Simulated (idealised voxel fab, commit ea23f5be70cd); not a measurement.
The process module that follows is named voxel fin reveal.
It is cross-section cut that appears here, measuring 275 nm in width, its square cells being 5 nm in size.
Cross-section layout: square cells on a grid; listed as bands, top to bottom; a band spans one or more cell rows. In this notation a band is specified by the heights of its top and bottom, in that order and in nm, after which its materials appear from left to right, each paired with its width in nm. The word "everywhere" attached to a single material means that material fills the band from edge to edge; the word "air" stands for empty space. Zero point of the height axis is 0; under it, received wafer = one material. Lowest band: continues down indefinitely, "top 0, no bottom". You'd read "30 to 40" like this: the band's top row of cells is as wide as the first number, its bottom row is as wide as the second, and going down, every row changes width by the same amount as the row before did. Key: "nothing got changed" - step with no changed cell in the cross-section. The list in "Closed void table" covers empty spaces of 8 cells or more that cannot reach the top through any open way, and it gives each as width x height at distance; the distance is from the left edge, and width, height and distance are in nm. Read whatever lies past the settings on a step's line as the simulator's own remark about the step. On any step carrying a mask, the "overlay nm" setting, if present on the step's line, tells how far right of its planned place the mask lay; negative values point to the left.
THESE ARE THE STEPS WE PLANNED FOR THE PROCESS
1: RECEIVE: material Si
2: CONFORMAL_DEP: material SiN, thk nm 5
3: MASKED_ETCH: tone cover, mask id FINS, width nm 15, pitch nm 35, etch materials SiN, depth nm 5, overlay nm 0
4: MASKED_ETCH: tone cover, mask id FINS, width nm 15, pitch nm 35, etch materials Si, depth nm 40, overlay nm 0
5: OXIDIZE: depth nm 5
6: FILL_DEP: material SiO2, thk nm 15
7: CMP: height nm 5
8: SELECTIVE_ETCH: etch materials SiO2, depth nm 20
9: STRIP: etch materials SiN
HERE'S WHAT THE WAFER LOOKED LIKE IN CROSS-SECTION WHEN IT ARRIVED - THAT'S AFTER STEP 1
> top 0, no bottom  Si everywhere
> Closed void table: none
SAME STARTING WAFER, SAME PLAN AS ABOVE, ONE MISTAKE IN THE EXECUTION; THIS IS THE CROSS-SECTION AT THE END OF THE MODULE
> top 0, bottom -5  air: 80, Si: 5, air: 30, Si: 5, air: 30, Si: 5, air: 30, Si: 5, air: 85
> top -5, bottom -15  air: 75, Si: 10, air: 25, Si: 10, air: 25, Si: 10, air: 25, Si: 10, air: 85
> top -15, bottom -45  SiO2: 75, Si: 10, SiO2: 25, Si: 10, SiO2: 25, Si: 10, SiO2: 25, Si: 10, SiO2: 85
> top -45, no bottom  Si everywhere
> Closed void table: none
Short version of what went wrong: heads up, step 4 didn't go per plan, it actually ran as MASKED_ETCH: tone cover, mask id FINS, width nm 15, pitch nm 35, etch materials Si, depth nm 40, overlay nm -5
